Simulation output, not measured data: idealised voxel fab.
The following process module bears the name voxel self aligned contacts.
The figure presents cross-section cut, which has a width of 300 nm and is divided into square cells with an edge length of 5 nm.
Cross-sections here: square-cell grids, written as top-down lists of bands, a band being one or more rows of cells.
For a band, the entry starts with two heights in nm, that of the top and then that of the bottom, and carries on with the band's materials in order from left to right, each alongside its width in nm; the word "throughout" beside a single material means it fills the band edge to edge, and "air" means empty space.
All heights in this document are referenced to 0, defined as the level beneath which the wafer, as received, consists entirely of one material. The lowest band is not bounded below; it extends indefinitely downward and is written in the form "from 0 down".
Read "30 to 40" as a graded width: first number on top, second number at the bottom, same change between each pair of neighbouring rows.
Step marked "remained the same"? Then no cell in the cross-section changed in it.
The list in "Closed cavity list" covers empty spaces of 8 cells or more that cannot reach the top through any open way, and it gives each as width x height at distance; the distance is from the left edge, and width, height and distance are in nm.
Heads up: the bit after the settings on a step's line is the simulator's remark on that step.
For masked steps, "overlay nm" on the step line gives how far right of plan the mask actually lay; a minus sign means it lay to the left.

Steps in the process plan
step 1: op RECEIVE | material Si
step 2: op CONFORMAL_DEP | material SiO2 | thk nm 5
step 3: op DIRECTIONAL_DEP | material polySi | thk nm 20
step 4: op DIRECTIONAL_DEP | material SiN | thk nm 20
step 5: op MASKED_ETCH | tone cover | mask id GATE | width nm 35 | pitch nm 60 | etch materials SiN | depth nm 20 | overlay nm 0
step 6: op MASKED_ETCH | tone cover | mask id GATE | width nm 35 | pitch nm 60 | etch materials polySi | depth nm 20 | overlay nm 0
step 7: op CONFORMAL_DEP | material SiN | thk nm 5
step 8: op DIRECTIONAL_ETCH | etch materials SiN | depth nm 5
step 9: op FILL_DEP | material SiO2 | thk nm 15
step 10: op CMP | height nm 50
step 11: op PATTERN | tone open | mask id CONTACT | material resist | width nm 45 | thk nm 15 | overlay nm 0
step 12: op DIRECTIONAL_ETCH | etch materials SiO2 | depth nm 50
step 13: op STRIP | etch materials resist
step 14: op CONFORMAL_DEP | material TiN | thk nm 5
step 15: op FILL_DEP | material W | thk nm 10
step 16: op CMP | height nm 50
step 17: op CONFORMAL_DEP | material SiN | thk nm 5

Cross-section, incoming material, after step 1
from 0 down = Si throughout
Closed cavity list: none

First wafer of two, sectioned at end of module; run went per plan
from 55 to 50 = SiN throughout
from 50 to 45 = SiO2=125; TiN=20; W=5; TiN=20; SiO2=130
from 45 to 25 = SiO2=95; SiN=45; TiN=5; W=5; TiN=5; SiN=45; SiO2=100
from 25 to 5 = SiO2=95; SiN=5; polySi=35; SiN=5; TiN=5; W=5; TiN=5; SiN=5; polySi=35; SiN=5; SiO2=100
from 5 to 0 = SiO2=140; TiN=15; SiO2=145
from 0 down = Si throughout
Closed cavity list: none

Wafer two cross-section, module end. Start and plan unchanged from wafer one; one mistake made during the run
from 55 to 50 = SiN throughout
from 50 to 45 = SiO2=125; TiN=20; W=5; TiN=20; SiO2=130
from 45 to 25 = SiO2=95; SiN=45; TiN=5; W=5; TiN=5; SiN=45; SiO2=100
from 25 to 15 = SiO2=95; SiN=5; polySi=35; SiN=5; TiN=5; W=5; TiN=5; SiN=5; polySi=35; SiN=5; SiO2=100
from 15 to 10 = SiO2=95; SiN=5; polySi=35; SiN=5; TiN=15; SiN=5; polySi=35; SiN=5; SiO2=100
from 10 to 5 = SiN=100; polySi=35; SiN=25; polySi=35; SiN=105
from 5 to 0 = SiO2 throughout
from 0 down = Si throughout
Closed cavity list: none
Against the plan, the run slipped here: note: step 7 <-> step 8, run order reversed vs plan
Final difference in cells, second wafer against first, listed per material as more or fewer: +42 SiN, -36 SiO2, -4 TiN, -2 W
